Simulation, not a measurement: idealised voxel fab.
This is a process module. Its name is voxel transistor to metal.
The width of the displayed cross-section, cut, is 160 nm; its cells are square, with a size of 5 nm.
Cross-section format: a grid of square cells, given as bands from top to bottom; each band is one or more rows of cells.
A band entry consists of two parts. The first gives the height of the band's top and the height of its bottom, in nm. The rest lists the band's materials from left to right, each with its width in nm. A single material labelled with the word "throughout" fills the band from edge to edge, and the word "blank" marks empty space.
Height is counted from the level 0, under which the received wafer is composed throughout of one material. The lowest of the bands is not closed at the bottom but continues downward, in the notation "top 0, no bottom".
The expression "30 to 40" gives the width at the extremes of the band, the first number at its top row of cells and the second at its bottom row, with the width changing by equal amounts from each row to the next in between.
"no change", as given for a step, is the statement that not any cell of the cross-section underwent a change during that step.
Empty spaces counting at least 8 cells and having no open way to the top are listed in "Closed void catalog". The notation width x height at distance is used for each, the distance being from the left edge and all three values in nm.
Step line, after settings: the simulator's comment on this step.
The optional step-line setting "overlay nm" applies to steps with a mask and quantifies how far to the right of its planned location the mask lay, a negative value indicating leftward placement.
Each pair below shows a cross-section before one step and the cross-section after it, down to the lowest band that changed. The line under each pair gives the step between them, with its settings. The pairs can come from different runs of this module on the same starting wafer, so a pair continues from the pair above only where its "State before step" says so.

# State before step
    top 35, bottom 20 | SiO2 throughout
    top 20, bottom 5 | 45 nm SiO2, 10 nm SiN, 5 nm HfO2, 5 nm TiN, 25 nm W, 5 nm TiN, 5 nm HfO2, 10 nm SiN, 50 nm SiO2
    top 5, bottom 0 | 45 nm SiO2, 10 nm SiN, 5 nm HfO2, 35 nm TiN, 5 nm HfO2, 10 nm SiN, 50 nm SiO2
    top 0, bottom -5 | 15 nm SiO2, 30 nm SiGe, 10 nm SiO2, 45 nm HfO2, 10 nm SiO2, 30 nm SiGe, 20 nm SiO2
    top -5, bottom -45 | 20 nm SiO2, 115 nm Si, 25 nm SiO2
    top -45, no bottom | Si throughout
    Closed void catalog: none

# Post-Step Snapshot
    top 35, bottom 20 | 25 nm SiO2, 20 nm blank, 65 nm SiO2, 20 nm blank, 30 nm SiO2
    top 20, bottom 5 | 25 nm SiO2, 20 nm blank, 10 nm SiN, 5 nm HfO2, 5 nm TiN, 25 nm W, 5 nm TiN, 5 nm HfO2, 10 nm SiN, 20 nm blank, 30 nm SiO2
    top 5, bottom 0 | 25 nm SiO2, 20 nm blank, 10 nm SiN, 5 nm HfO2, 35 nm TiN, 5 nm HfO2, 10 nm SiN, 20 nm blank, 30 nm SiO2
    Under 0: no change, same as before.
    Closed void catalog: none
Looking at the two cross-sections above, the step in the middle is MASKED_ETCH, tone open, mask id CONTACT, width nm 20, pitch nm 85, etch materials SiO2, depth nm 35, overlay nm 0

State before step: no separate figure, the pair right above already shows it after its step.

# Post-Step Snapshot
    top 40, bottom 35 | 30 nm TiN, 10 nm blank, 75 nm TiN, 10 nm blank, 35 nm TiN
    top 35, bottom 20 | 25 nm SiO2, 5 nm TiN, 10 nm blank, 5 nm TiN, 65 nm SiO2, 5 nm TiN, 10 nm blank, 5 nm TiN, 30 nm SiO2
    top 20, bottom 5 | 25 nm SiO2, 5 nm TiN, 10 nm blank, 5 nm TiN, 10 nm SiN, 5 nm HfO2, 5 nm TiN, 25 nm W, 5 nm TiN, 5 nm HfO2, 10 nm SiN, 5 nm TiN, 10 nm blank, 5 nm TiN, 30 nm SiO2
    top 5, bottom 0 | 25 nm SiO2, 20 nm TiN, 10 nm SiN, 5 nm HfO2, 35 nm TiN, 5 nm HfO2, 10 nm SiN, 20 nm TiN, 30 nm SiO2
    Under 0: no change, same as before.
    Closed void catalog: none
Looking at the two cross-sections above, the step in the middle is CONFORMAL_DEP, material TiN, thk nm 5

State before step: no separate figure, the pair right above already shows it after its step.

# Post-Step Snapshot
    top 45, bottom 40 | Ru throughout
    top 40, bottom 35 | 30 nm TiN, 10 nm Ru, 75 nm TiN, 10 nm Ru, 35 nm TiN
    top 35, bottom 20 | 25 nm SiO2, 5 nm TiN, 10 nm Ru, 5 nm TiN, 65 nm SiO2, 5 nm TiN, 10 nm Ru, 5 nm TiN, 30 nm SiO2
    top 20, bottom 5 | 25 nm SiO2, 5 nm TiN, 10 nm Ru, 5 nm TiN, 10 nm SiN, 5 nm HfO2, 5 nm TiN, 25 nm W, 5 nm TiN, 5 nm HfO2, 10 nm SiN, 5 nm TiN, 10 nm Ru, 5 nm TiN, 30 nm SiO2
    Under 5: no change, same as before.
    Closed void catalog: none
Looking at the two cross-sections above, the step in the middle is FILL_DEP, material Ru, thk nm 5

State before step: no separate figure, the pair right above already shows it after its step.

# Post-Step Snapshot
    top 35, bottom 20 | 25 nm SiO2, 5 nm TiN, 10 nm Ru, 5 nm TiN, 65 nm SiO2, 5 nm TiN, 10 nm Ru, 5 nm TiN, 30 nm SiO2
    Under 20: no change, same as before.
    Closed void catalog: none
Looking at the two cross-sections above, the step in the middle is CMP, height nm 35

State before step: no separate figure, the pair right above already shows it after its step.

# Post-Step Snapshot
    top 40, bottom 35 | SiCN throughout
    Under 35: no change, same as before.
    Closed void catalog: none
Looking at the two cross-sections above, the step in the middle is CONFORMAL_DEP, material SiCN, thk nm 5

State before step: no separate figure, the pair right above already shows it after its step.

# Post-Step Snapshot
    top 60, bottom 40 | SiO2 throughout
    Under 40: no change, same as before.
    Closed void catalog: none
Looking at the two cross-sections above, the step in the middle is DIRECTIONAL_DEP, material SiO2, thk nm 20

State before step: no separate figure, the pair right above already shows it after its step.

# Post-Step Snapshot
    top 70, bottom 60 | aC throughout
    Under 60: no change, same as before.
    Closed void catalog: none
Looking at the two cross-sections above, the step in the middle is DIRECTIONAL_DEP, material aC, thk nm 10

State before step: no separate figure, the pair right above already shows it after its step.

# Post-Step Snapshot
    top 95, bottom 70 | 25 nm resist, 20 nm blank, 65 nm resist, 20 nm blank, 30 nm resist
    Under 70: no change, same as before.
    Closed void catalog: none
Looking at the two cross-sections above, the step in the middle is PATTERN, tone open, mask id METAL_1, material resist, width nm 20, pitch nm 85, thk nm 25, overlay nm 0

State before step: no separate figure, the pair right above already shows it after its step.

# Post-Step Snapshot
    top 85, bottom 70 | 25 nm resist, 20 nm blank, 65 nm resist, 20 nm blank, 30 nm resist
    top 70, bottom 60 | 25 nm aC, 20 nm blank, 65 nm aC, 20 nm blank, 30 nm aC
    Under 60: no change, same as before.
    Closed void catalog: none
Looking at the two cross-sections above, the step in the middle is DIRECTIONAL_ETCH, etch materials aC, depth nm 10

State before step: no separate figure, the pair right above already shows it after its step.

# Post-Step Snapshot
    top 70, bottom 60 | 25 nm aC, 20 nm blank, 65 nm aC, 20 nm blank, 30 nm aC
    Under 60: no change, same as before.
    Closed void catalog: none
Looking at the two cross-sections above, the step in the middle is STRIP, etch materials resist

State before step: no separate figure, the pair right above already shows it after its step.

# Post-Step Snapshot
    top 70, bottom 60 | 25 nm aC, 20 nm blank, 65 nm aC, 20 nm blank, 30 nm aC
    top 60, bottom 40 | 25 nm SiO2, 20 nm blank, 65 nm SiO2, 20 nm blank, 30 nm SiO2
    Under 40: no change, same as before.
    Closed void catalog: none
Looking at the two cross-sections above, the step in the middle is DIRECTIONAL_ETCH, etch materials SiO2, depth nm 20

State before step: no separate figure, the pair right above already shows it after its step.

# Post-Step Snapshot
    top 70, bottom 60 | 25 nm aC, 20 nm blank, 65 nm aC, 20 nm blank, 30 nm aC
    top 60, bottom 40 | 25 nm SiO2, 20 nm blank, 65 nm SiO2, 20 nm blank, 30 nm SiO2
    top 40, bottom 35 | 25 nm SiCN, 20 nm blank, 65 nm SiCN, 20 nm blank, 30 nm SiCN
    Under 35: no change, same as before.
    Closed void catalog: none
Looking at the two cross-sections above, the step in the middle is DIRECTIONAL_ETCH, etch materials SiCN, depth nm 5

State before step: no separate figure, the pair right above already shows it after its step.

# Post-Step Snapshot
    top 60, bottom 40 | 25 nm SiO2, 20 nm blank, 65 nm SiO2, 20 nm blank, 30 nm SiO2
    Under 40: no change, same as before.
    Closed void catalog: none
Looking at the two cross-sections above, the step in the middle is STRIP, etch materials aC

State before step: no separate figure, the pair right above already shows it after its step.

# Post-Step Snapshot
    top 65, bottom 60 | 30 nm TiN, 10 nm blank, 75 nm TiN, 10 nm blank, 35 nm TiN
    top 60, bottom 40 | 25 nm SiO2, 5 nm TiN, 10 nm blank, 5 nm TiN, 65 nm SiO2, 5 nm TiN, 10 nm blank, 5 nm TiN, 30 nm SiO2
    top 40, bottom 35 | 25 nm SiCN, 20 nm TiN, 65 nm SiCN, 20 nm TiN, 30 nm SiCN
    Under 35: no change, same as before.
    Closed void catalog: none
Looking at the two cross-sections above, the step in the middle is CONFORMAL_DEP, material TiN, thk nm 5

State before step: no separate figure, the pair right above already shows it after its step.

# Post-Step Snapshot
    top 70, bottom 65 | Cu throughout
    top 65, bottom 60 | 30 nm TiN, 10 nm Cu, 75 nm TiN, 10 nm Cu, 35 nm TiN
    top 60, bottom 40 | 25 nm SiO2, 5 nm TiN, 10 nm Cu, 5 nm TiN, 65 nm SiO2, 5 nm TiN, 10 nm Cu, 5 nm TiN, 30 nm SiO2
    Under 40: no change, same as before.
    Closed void catalog: none
Looking at the two cross-sections above, the step in the middle is FILL_DEP, material Cu, thk nm 5

State before step: no separate figure, the pair right above already shows it after its step.

# Post-Step Snapshot
    top 60, bottom 40 | 25 nm SiO2, 5 nm TiN, 10 nm Cu, 5 nm TiN, 65 nm SiO2, 5 nm TiN, 10 nm Cu, 5 nm TiN, 30 nm SiO2
    Under 40: no change, same as before.
    Closed void catalog: none
Looking at the two cross-sections above, the step in the middle is CMP, height nm 60

State before step: no separate figure, the pair right above already shows it after its step.

# Post-Step Snapshot
    top 65, bottom 60 | SiCN throughout
    Under 60: no change, same as before.
    Closed void catalog: none
Looking at the two cross-sections above, the step in the middle is CONFORMAL_DEP, material SiCN, thk nm 5

State before step: no separate figure, the pair right above already shows it after its step.

# Post-Step Snapshot
    top 90, bottom 65 | lowk throughout
    Under 65: no change, same as before.
    Closed void catalog: none
Looking at the two cross-sections above, the step in the middle is DIRECTIONAL_DEP, material lowk, thk nm 25

State before step: no separate figure, the pair right above already shows it after its step.

# Post-Step Snapshot
    top 110, bottom 90 | 25 nm resist, 20 nm blank, 65 nm resist, 20 nm blank, 30 nm resist
    Under 90: no change, same as before.
    Closed void catalog: none
Looking at the two cross-sections above, the step in the middle is PATTERN, tone open, mask id METAL_2, material resist, width nm 20, pitch nm 85, thk nm 20, overlay nm 0

State before step: no separate figure, the pair right above already shows it after its step.

# Post-Step Snapshot
    top 110, bottom 90 | 25 nm resist, 20 nm blank, 65 nm resist, 20 nm blank, 30 nm resist
    top 90, bottom 75 | 25 nm lowk, 20 nm blank, 65 nm lowk, 20 nm blank, 30 nm lowk
    Under 75: no change, same as before.
    Closed void catalog: none
Looking at the two cross-sections above, the step in the middle is DIRECTIONAL_ETCH, etch materials lowk, depth nm 15

State before step: no separate figure, the pair right above already shows it after its step.

# Post-Step Snapshot
    top 90, bottom 75 | 25 nm lowk, 20 nm blank, 65 nm lowk, 20 nm blank, 30 nm lowk
    Under 75: no change, same as before.
    Closed void catalog: none
Looking at the two cross-sections above, the step in the middle is STRIP, etch materials resist

State before step: no separate figure, the pair right above already shows it after its step.

# Post-Step Snapshot
    top 90, bottom 75 | 25 nm lowk, 20 nm blank, 65 nm lowk, 20 nm blank, 30 nm lowk
    top 75, bottom 65 | 25 nm lowk, 15 nm blank, 70 nm lowk, 15 nm blank, 35 nm lowk
    Under 65: no change, same as before.
    Closed void catalog: none
Looking at the two cross-sections above, the step in the middle is MASKED_ETCH, tone open, mask id METAL_2_HOLES, width nm 15, pitch nm 85, etch materials lowk, depth nm 10, overlay nm 0

State before step: no separate figure, the pair right above already shows it after its step.

# Post-Step Snapshot
    top 90, bottom 75 | 25 nm lowk, 20 nm blank, 65 nm lowk, 20 nm blank, 30 nm lowk
    top 75, bottom 65 | 25 nm lowk, 15 nm blank, 70 nm lowk, 15 nm blank, 35 nm lowk
    top 65, bottom 60 | 25 nm SiCN, 15 nm blank, 70 nm SiCN, 15 nm blank, 35 nm SiCN
    Under 60: no change, same as before.
    Closed void catalog: none
Looking at the two cross-sections above, the step in the middle is MASKED_ETCH, tone open, mask id METAL_2_HOLES, width nm 15, pitch nm 85, etch materials SiCN, depth nm 5, overlay nm 0

State before step: no separate figure, the pair right above already shows it after its step.

# Post-Step Snapshot
    top 95, bottom 90 | 30 nm TiN, 10 nm blank, 75 nm TiN, 10 nm blank, 35 nm TiN
    top 90, bottom 80 | 25 nm lowk, 5 nm TiN, 10 nm blank, 5 nm TiN, 65 nm lowk, 5 nm TiN, 10 nm blank, 5 nm TiN, 30 nm lowk
    top 80, bottom 75 | 25 nm lowk, 5 nm TiN, 5 nm blank, 10 nm TiN, 65 nm lowk, 5 nm TiN, 5 nm blank, 10 nm TiN, 30 nm lowk
    top 75, bottom 65 | 25 nm lowk, 5 nm TiN, 5 nm blank, 5 nm TiN, 70 nm lowk, 5 nm TiN, 5 nm blank, 5 nm TiN, 35 nm lowk
    top 65, bottom 60 | 25 nm SiCN, 15 nm TiN, 70 nm SiCN, 15 nm TiN, 35 nm SiCN
    Under 60: no change, same as before.
    Closed void catalog: none
Looking at the two cross-sections above, the step in the middle is CONFORMAL_DEP, material TiN, thk nm 5

State before step: no separate figure, the pair right above already shows it after its step.

# Post-Step Snapshot
    top 105, bottom 95 | Cu throughout
    top 95, bottom 90 | 30 nm TiN, 10 nm Cu, 75 nm TiN, 10 nm Cu, 35 nm TiN
    top 90, bottom 80 | 25 nm lowk, 5 nm TiN, 10 nm Cu, 5 nm TiN, 65 nm lowk, 5 nm TiN, 10 nm Cu, 5 nm TiN, 30 nm lowk
    top 80, bottom 75 | 25 nm lowk, 5 nm TiN, 5 nm Cu, 10 nm TiN, 65 nm lowk, 5 nm TiN, 5 nm Cu, 10 nm TiN, 30 nm lowk
    top 75, bottom 65 | 25 nm lowk, 5 nm TiN, 5 nm Cu, 5 nm TiN, 70 nm lowk, 5 nm TiN, 5 nm Cu, 5 nm TiN, 35 nm lowk
    Under 65: no change, same as before.
    Closed void catalog: none
Looking at the two cross-sections above, the step in the middle is FILL_DEP, material Cu, thk nm 10

State before step: no separate figure, the pair right above already shows it after its step.

# Post-Step Snapshot
    top 90, bottom 80 | 25 nm lowk, 5 nm TiN, 10 nm Cu, 5 nm TiN, 65 nm lowk, 5 nm TiN, 10 nm Cu, 5 nm TiN, 30 nm lowk
    Under 80: no change, same as before.
    Closed void catalog: none
Looking at the two cross-sections above, the step in the middle is CMP, height nm 90

State before step: no separate figure, the pair right above already shows it after its step.

# Post-Step Snapshot
    top 95, bottom 90 | SiN throughout
    Under 90: no change, same as before.
    Closed void catalog: none
Looking at the two cross-sections above, the step in the middle is CONFORMAL_DEP, material SiN, thk nm 5

# State before step
    top 60, bottom 40 | 25 nm SiO2, 5 nm TiN, 10 nm Cu, 5 nm TiN, 65 nm SiO2, 5 nm TiN, 10 nm Cu, 5 nm TiN, 30 nm SiO2
    top 40, bottom 35 | 25 nm SiCN, 20 nm TiN, 65 nm SiCN, 20 nm TiN, 30 nm SiCN
    top 35, bottom 20 | 25 nm SiO2, 5 nm TiN, 10 nm Ru, 5 nm TiN, 65 nm SiO2, 5 nm TiN, 10 nm Ru, 5 nm TiN, 30 nm SiO2
    top 20, bottom 5 | 25 nm SiO2, 5 nm TiN, 10 nm Ru, 5 nm TiN, 10 nm SiN, 5 nm HfO2, 5 nm TiN, 25 nm W, 5 nm TiN, 5 nm HfO2, 10 nm SiN, 5 nm TiN, 10 nm Ru, 5 nm TiN, 30 nm SiO2
    top 5, bottom 0 | 25 nm SiO2, 20 nm TiN, 10 nm SiN, 5 nm HfO2, 35 nm TiN, 5 nm HfO2, 10 nm SiN, 20 nm TiN, 30 nm SiO2
    top 0, bottom -5 | 15 nm SiO2, 30 nm SiGe, 10 nm SiO2, 45 nm HfO2, 10 nm SiO2, 30 nm SiGe, 20 nm SiO2
    top -5, bottom -25 | 20 nm SiO2, 115 nm Si, 25 nm SiO2
    top -25, no bottom | Si throughout
    Closed void catalog: none

# Post-Step Snapshot
    top 85, bottom 60 | lowk throughout
    Under 60: no change, same as before.
    Closed void catalog: none
Looking at the two cross-sections above, the step in the middle is DIRECTIONAL_DEP, material lowk, thk nm 25

State before step: no separate figure, the pair right above already shows it after its step.

# Post-Step Snapshot
    top 90, bottom 85 | SiCN throughout
    Under 85: no change, same as before.
    Closed void catalog: none
Looking at the two cross-sections above, the step in the middle is CONFORMAL_DEP, material SiCN, thk nm 5

State before step: no separate figure, the pair right above already shows it after its step.

# Post-Step Snapshot
    top 110, bottom 90 | 25 nm resist, 20 nm blank, 65 nm resist, 20 nm blank, 30 nm resist
    Under 90: no change, same as before.
    Closed void catalog: none
Looking at the two cross-sections above, the step in the middle is PATTERN, tone open, mask id METAL_2, material resist, width nm 20, pitch nm 85, thk nm 20, overlay nm 0

State before step: no separate figure, the pair right above already shows it after its step.

# Post-Step Snapshot
    top 90, bottom 85 | SiCN throughout
    Under 85: no change, same as before.
    Closed void catalog: none
Looking at the two cross-sections above, the step in the middle is STRIP, etch materials resist

State before step: no separate figure, the pair right above already shows it after its step.

# Post-Step Snapshot
    top 90, bottom 85 | 25 nm SiCN, 15 nm blank, 70 nm SiCN, 15 nm blank, 35 nm SiCN
    Under 85: no change, same as before.
    Closed void catalog: none
Looking at the two cross-sections above, the step in the middle is MASKED_ETCH, tone open, mask id METAL_2_HOLES, width nm 15, pitch nm 85, etch materials SiCN, depth nm 5, overlay nm 0

State before step: no separate figure, the pair right above already shows it after its step.

# Post-Step Snapshot
    top 95, bottom 90 | 30 nm TiN, 5 nm blank, 80 nm TiN, 5 nm blank, 40 nm TiN
    top 90, bottom 85 | 25 nm SiCN, 15 nm TiN, 70 nm SiCN, 15 nm TiN, 35 nm SiCN
    Under 85: no change, same as before.
    Closed void catalog: none
Looking at the two cross-sections above, the step in the middle is CONFORMAL_DEP, material TiN, thk nm 5

State before step: no separate figure, the pair right above already shows it after its step.

# Post-Step Snapshot
    top 105, bottom 95 | Cu throughout
    top 95, bottom 90 | 30 nm TiN, 5 nm Cu, 80 nm TiN, 5 nm Cu, 40 nm TiN
    Under 90: no change, same as before.
    Closed void catalog: none
Looking at the two cross-sections above, the step in the middle is FILL_DEP, material Cu, thk nm 10

State before step: no separate figure, the pair right above already shows it after its step.

# Post-Step Snapshot
    top 90, bottom 85 | 25 nm SiCN, 15 nm TiN, 70 nm SiCN, 15 nm TiN, 35 nm SiCN
    Under 85: no change, same as before.
    Closed void catalog: none
Looking at the two cross-sections above, the step in the middle is CMP, height nm 90

State before step: no separate figure, the pair right above already shows it after its step.

# Post-Step Snapshot
    top 95, bottom 90 | SiN throughout
    Under 90: no change, same as before.
    Closed void catalog: none
Looking at the two cross-sections above, the step in the middle is CONFORMAL_DEP, material SiN, thk nm 5

# State before step
    top 70, bottom 65 | Cu throughout
    top 65, bottom 60 | 30 nm TiN, 10 nm Cu, 75 nm TiN, 10 nm Cu, 35 nm TiN
    top 60, bottom 40 | 25 nm SiO2, 5 nm TiN, 10 nm Cu, 5 nm TiN, 65 nm SiO2, 5 nm TiN, 10 nm Cu, 5 nm TiN, 30 nm SiO2
    top 40, bottom 35 | 25 nm SiCN, 20 nm TiN, 65 nm SiCN, 20 nm TiN, 30 nm SiCN
    top 35, bottom 20 | 25 nm SiO2, 5 nm TiN, 10 nm Ru, 5 nm TiN, 65 nm SiO2, 5 nm TiN, 10 nm Ru, 5 nm TiN, 30 nm SiO2
    top 20, bottom 5 | 25 nm SiO2, 5 nm TiN, 10 nm Ru, 5 nm TiN, 10 nm SiN, 5 nm HfO2, 5 nm TiN, 25 nm W, 5 nm TiN, 5 nm HfO2, 10 nm SiN, 5 nm TiN, 10 nm Ru, 5 nm TiN, 30 nm SiO2
    top 5, bottom 0 | 25 nm SiO2, 20 nm TiN, 10 nm SiN, 5 nm HfO2, 35 nm TiN, 5 nm HfO2, 10 nm SiN, 20 nm TiN, 30 nm SiO2
    top 0, bottom -5 | 15 nm SiO2, 30 nm SiGe, 10 nm SiO2, 45 nm HfO2, 10 nm SiO2, 30 nm SiGe, 20 nm SiO2
    top -5, bottom -25 | 20 nm SiO2, 115 nm Si, 25 nm SiO2
    top -25, no bottom | Si throughout
    Closed void catalog: none

# Post-Step Snapshot
    top 65, bottom 60 | 30 nm TiN, 10 nm Cu, 75 nm TiN, 10 nm Cu, 35 nm TiN
    Under 60: no change, same as before.
    Closed void catalog: none
Looking at the two cross-sections above, the step in the middle is CMP, height nm 65

State before step: no separate figure, the pair right above already shows it after its step.

# Post-Step Snapshot
    top 70, bottom 65 | SiCN throughout
    Under 65: no change, same as before.
    Closed void catalog: none
Looking at the two cross-sections above, the step in the middle is CONFORMAL_DEP, material SiCN, thk nm 5

State before step: no separate figure, the pair right above already shows it after its step.

# Post-Step Snapshot
    top 95, bottom 70 | lowk throughout
    Under 70: no change, same as before.
    Closed void catalog: none
Looking at the two cross-sections above, the step in the middle is DIRECTIONAL_DEP, material lowk, thk nm 25

State before step: no separate figure, the pair right above already shows it after its step.

# Post-Step Snapshot
    top 115, bottom 95 | 25 nm resist, 20 nm blank, 65 nm resist, 20 nm blank, 30 nm resist
    Under 95: no change, same as before.
    Closed void catalog: none
Looking at the two cross-sections above, the step in the middle is PATTERN, tone open, mask id METAL_2, material resist, width nm 20, pitch nm 85, thk nm 20, overlay nm 0

State before step: no separate figure, the pair right above already shows it after its step.

# Post-Step Snapshot
    top 115, bottom 95 | 25 nm resist, 20 nm blank, 65 nm resist, 20 nm blank, 30 nm resist
    top 95, bottom 80 | 25 nm lowk, 20 nm blank, 65 nm lowk, 20 nm blank, 30 nm lowk
    Under 80: no change, same as before.
    Closed void catalog: none
Looking at the two cross-sections above, the step in the middle is DIRECTIONAL_ETCH, etch materials lowk, depth nm 15

State before step: no separate figure, the pair right above already shows it after its step.

# Post-Step Snapshot
    top 95, bottom 80 | 25 nm lowk, 20 nm blank, 65 nm lowk, 20 nm blank, 30 nm lowk
    Under 80: no change, same as before.
    Closed void catalog: none
Looking at the two cross-sections above, the step in the middle is STRIP, etch materials resist

State before step: no separate figure, the pair right above already shows it after its step.

# Post-Step Snapshot
    top 95, bottom 80 | 25 nm lowk, 20 nm blank, 65 nm lowk, 20 nm blank, 30 nm lowk
    top 80, bottom 70 | 25 nm lowk, 15 nm blank, 70 nm lowk, 15 nm blank, 35 nm lowk
    Under 70: no change, same as before.
    Closed void catalog: none
Looking at the two cross-sections above, the step in the middle is MASKED_ETCH, tone open, mask id METAL_2_HOLES, width nm 15, pitch nm 85, etch materials lowk, depth nm 10, overlay nm 0

State before step: no separate figure, the pair right above already shows it after its step.

# Post-Step Snapshot
    top 95, bottom 80 | 25 nm lowk, 20 nm blank, 65 nm lowk, 20 nm blank, 30 nm lowk
    top 80, bottom 70 | 25 nm lowk, 15 nm blank, 70 nm lowk, 15 nm blank, 35 nm lowk
    top 70, bottom 65 | 25 nm SiCN, 15 nm blank, 70 nm SiCN, 15 nm blank, 35 nm SiCN
    Under 65: no change, same as before.
    Closed void catalog: none
Looking at the two cross-sections above, the step in the middle is MASKED_ETCH, tone open, mask id METAL_2_HOLES, width nm 15, pitch nm 85, etch materials SiCN, depth nm 5, overlay nm 0

State before step: no separate figure, the pair right above already shows it after its step.

# Post-Step Snapshot
    top 100, bottom 95 | 30 nm TiN, 10 nm blank, 75 nm TiN, 10 nm blank, 35 nm TiN
    top 95, bottom 85 | 25 nm lowk, 5 nm TiN, 10 nm blank, 5 nm TiN, 65 nm lowk, 5 nm TiN, 10 nm blank, 5 nm TiN, 30 nm lowk
    top 85, bottom 80 | 25 nm lowk, 5 nm TiN, 5 nm blank, 10 nm TiN, 65 nm lowk, 5 nm TiN, 5 nm blank, 10 nm TiN, 30 nm lowk
    top 80, bottom 70 | 25 nm lowk, 5 nm TiN, 5 nm blank, 5 nm TiN, 70 nm lowk, 5 nm TiN, 5 nm blank, 5 nm TiN, 35 nm lowk
    top 70, bottom 65 | 25 nm SiCN, 15 nm TiN, 70 nm SiCN, 15 nm TiN, 35 nm SiCN
    Under 65: no change, same as before.
    Closed void catalog: none
Looking at the two cross-sections above, the step in the middle is CONFORMAL_DEP, material TiN, thk nm 5

State before step: no separate figure, the pair right above already shows it after its step.

# Post-Step Snapshot
    top 110, bottom 100 | Cu throughout
    top 100, bottom 95 | 30 nm TiN, 10 nm Cu, 75 nm TiN, 10 nm Cu, 35 nm TiN
    top 95, bottom 85 | 25 nm lowk, 5 nm TiN, 10 nm Cu, 5 nm TiN, 65 nm lowk, 5 nm TiN, 10 nm Cu, 5 nm TiN, 30 nm lowk
    top 85, bottom 80 | 25 nm lowk, 5 nm TiN, 5 nm Cu, 10 nm TiN, 65 nm lowk, 5 nm TiN, 5 nm Cu, 10 nm TiN, 30 nm lowk
    top 80, bottom 70 | 25 nm lowk, 5 nm TiN, 5 nm Cu, 5 nm TiN, 70 nm lowk, 5 nm TiN, 5 nm Cu, 5 nm TiN, 35 nm lowk
    Under 70: no change, same as before.
    Closed void catalog: none
Looking at the two cross-sections above, the step in the middle is FILL_DEP, material Cu, thk nm 10

State before step: no separate figure, the pair right above already shows it after its step.

# Post-Step Snapshot
    top 90, bottom 80 | 25 nm lowk, 5 nm TiN, 10 to 5 nm Cu, 5 to 10 nm TiN, 65 nm lowk, 5 nm TiN, 10 to 5 nm Cu, 5 to 10 nm TiN, 30 nm lowk
    Under 80: no change, same as before.
    Closed void catalog: none
Looking at the two cross-sections above, the step in the middle is CMP, height nm 90

State before step: no separate figure, the pair right above already shows it after its step.

# Post-Step Snapshot
    top 95, bottom 90 | SiN throughout
    Under 90: no change, same as before.
    Closed void catalog: none
Looking at the two cross-sections above, the step in the middle is CONFORMAL_DEP, material SiN, thk nm 5

# State before step
    top 90, bottom 75 | 25 nm lowk, 20 nm blank, 65 nm lowk, 20 nm blank, 30 nm lowk
    top 75, bottom 65 | lowk throughout
    top 65, bottom 60 | SiCN throughout
    top 60, bottom 40 | 25 nm SiO2, 5 nm TiN, 10 nm Cu, 5 nm TiN, 65 nm SiO2, 5 nm TiN, 10 nm Cu, 5 nm TiN, 30 nm SiO2
    top 40, bottom 35 | 25 nm SiCN, 20 nm TiN, 65 nm SiCN, 20 nm TiN, 30 nm SiCN
    top 35, bottom 20 | 25 nm SiO2, 5 nm TiN, 10 nm Ru, 5 nm TiN, 65 nm SiO2, 5 nm TiN, 10 nm Ru, 5 nm TiN, 30 nm SiO2
    top 20, bottom 5 | 25 nm SiO2, 5 nm TiN, 10 nm Ru, 5 nm TiN, 10 nm SiN, 5 nm HfO2, 5 nm TiN, 25 nm W, 5 nm TiN, 5 nm HfO2, 10 nm SiN, 5 nm TiN, 10 nm Ru, 5 nm TiN, 30 nm SiO2
    top 5, bottom 0 | 25 nm SiO2, 20 nm TiN, 10 nm SiN, 5 nm HfO2, 35 nm TiN, 5 nm HfO2, 10 nm SiN, 20 nm TiN, 30 nm SiO2
    top 0, bottom -5 | 15 nm SiO2, 30 nm SiGe, 10 nm SiO2, 45 nm HfO2, 10 nm SiO2, 30 nm SiGe, 20 nm SiO2
    top -5, bottom -25 | 20 nm SiO2, 115 nm Si, 25 nm SiO2
    top -25, no bottom | Si throughout
    Closed void catalog: none

# Post-Step Snapshot
    top 90, bottom 80 | 20 nm lowk, 25 nm blank, 60 nm lowk, 25 nm blank, 30 nm lowk
    top 80, bottom 65 | 25 nm lowk, 20 nm blank, 65 nm lowk, 20 nm blank, 30 nm lowk
    Under 65: no change, same as before.
    Closed void catalog: none
Looking at the two cross-sections above, the step in the middle is MASKED_ETCH, tone open, mask id METAL_2_HOLES, width nm 25, pitch nm 85, etch materials lowk, depth nm 10, overlay nm 0

State before step: no separate figure, the pair right above already shows it after its step.

# Post-Step Snapshot
    top 90, bottom 80 | 20 nm lowk, 25 nm blank, 60 nm lowk, 25 nm blank, 30 nm lowk
    top 80, bottom 65 | 25 nm lowk, 20 nm blank, 65 nm lowk, 20 nm blank, 30 nm lowk
    top 65, bottom 60 | 25 nm SiCN, 15 nm blank, 70 nm SiCN, 15 nm blank, 35 nm SiCN
    Under 60: no change, same as before.
    Closed void catalog: none
Looking at the two cross-sections above, the step in the middle is MASKED_ETCH, tone open, mask id METAL_2_HOLES, width nm 15, pitch nm 85, etch materials SiCN, depth nm 5, overlay nm 0

State before step: no separate figure, the pair right above already shows it after its step.

# Post-Step Snapshot
    top 95, bottom 90 | 25 nm TiN, 15 nm blank, 70 nm TiN, 15 nm blank, 35 nm TiN
    top 90, bottom 80 | 20 nm lowk, 5 to 10 nm TiN, 15 to 10 nm blank, 5 nm TiN, 60 nm lowk, 5 to 10 nm TiN, 15 to 10 nm blank, 5 nm TiN, 30 nm lowk
    top 80, bottom 70 | 25 nm lowk, 5 nm TiN, 10 nm blank, 5 nm TiN, 65 nm lowk, 5 nm TiN, 10 nm blank, 5 nm TiN, 30 nm lowk
    top 70, bottom 65 | 25 nm lowk, 5 nm TiN, 5 nm blank, 10 nm TiN, 65 nm lowk, 5 nm TiN, 5 nm blank, 10 nm TiN, 30 nm lowk
    top 65, bottom 60 | 25 nm SiCN, 15 nm TiN, 70 nm SiCN, 15 nm TiN, 35 nm SiCN
    Under 60: no change, same as before.
    Closed void catalog: none
Looking at the two cross-sections above, the step in the middle is CONFORMAL_DEP, material TiN, thk nm 5
